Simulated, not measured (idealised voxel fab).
The following is a process module called voxel self aligned contacts.
Shown is cross-section cut, with a width of 165 nm and square cells of size 5 nm.
This document writes a cross-section as a grid whose cells are square, and gives it as bands, listed from the top down; one or more rows of cells form a band. Read a band's entry like this: the first values are the height of its top and the height of its bottom in nm, and what follows is the sequence of materials from left to right, each with its width in nm. Note that "empty" is empty space, and that a single material marked "edge to edge" reaches across the band from edge to edge. Heads up on the height convention: 0 is the point under which the incoming wafer is all one material, and the lowest band has no bottom, it just keeps going down, like "0 -> down". So if you see something like "30..40" for the width, read it as the top row of the band sitting at the first number and the bottom row at the second, with every row in between moving by the same amount as the last. When a step is marked "remained the same", none of the cells in the cross-section changed during that step. The list in "Entrapped voids" covers empty spaces of 8 cells or more that cannot reach the top through any open way, and it gives each as width x height at distance; the distance is from the left edge, and width, height and distance are in nm. Whatever follows a step's settings on its line is a remark the simulator itself makes about that step. Each step line may optionally specify "overlay nm", which for a step with a mask gives the rightward distance between the mask's planned place and where it lay, a negative value indicating the leftward direction.

-- Steps in the process plan
1 RECEIVE (material Si)
2 OXIDIZE (depth nm 5)
3 DIRECTIONAL_DEP (material polySi; thk nm 30)
4 DIRECTIONAL_DEP (material SiN; thk nm 15)
5 PATTERN (tone cover; mask id GATE; material resist; width nm 30; pitch nm 60; thk nm 15; overlay nm 0)
6 DIRECTIONAL_ETCH (etch materials SiN; depth nm 15)
7 DIRECTIONAL_ETCH (etch materials polySi; depth nm 30)
8 STRIP (etch materials resist)
9 CONFORMAL_DEP (material SiN; thk nm 5)
10 DIRECTIONAL_ETCH (etch materials SiN; depth nm 5)
11 FILL_DEP (material SiO2; thk nm 20)
12 CMP (height nm 55)
13 PATTERN (tone open; mask id CONTACT; material resist; width nm 40; thk nm 15; overlay nm 0)
14 DIRECTIONAL_ETCH (etch materials SiO2; depth nm 60)
15 STRIP (etch materials resist)
16 CONFORMAL_DEP (material TiN; thk nm 5)
17 FILL_DEP (material Ru; thk nm 10)
18 CMP (height nm 55)
19 CONFORMAL_DEP (material SiN; thk nm 5)

-- Cross-sectional view of the wafer in its as-received condition, corresponding to the state after step 1
	0 -> down: Si edge to edge
	Entrapped voids: none

-- Cross-sectional result after module completion. Note: starting condition and plan are unchanged from above; one processing mistake was made
	60 -> 55: SiN edge to edge
	55 -> 50: SiO2 (60) | TiN (5) | Ru (30) | TiN (5) | SiO2 (65)
	50 -> 45: SiO2 (60) | TiN (40) | SiO2 (65)
	45 -> 30: SiN (40) | SiO2 (20) | SiN (40) | SiO2 (20) | SiN (45)
	30 -> 0: polySi (35) | SiN (5) | SiO2 (20) | SiN (5) | polySi (30) | SiN (5) | SiO2 (20) | SiN (5) | polySi (40)
	0 -> -5: SiO2 edge to edge
	-5 -> down: Si edge to edge
	Entrapped voids: none
The mistake made against the process plan was this: step 5 changed vs plan, executed as PATTERN (tone open; mask id GATE; material resist; width nm 30; pitch nm 60; thk nm 15; overlay nm 0)
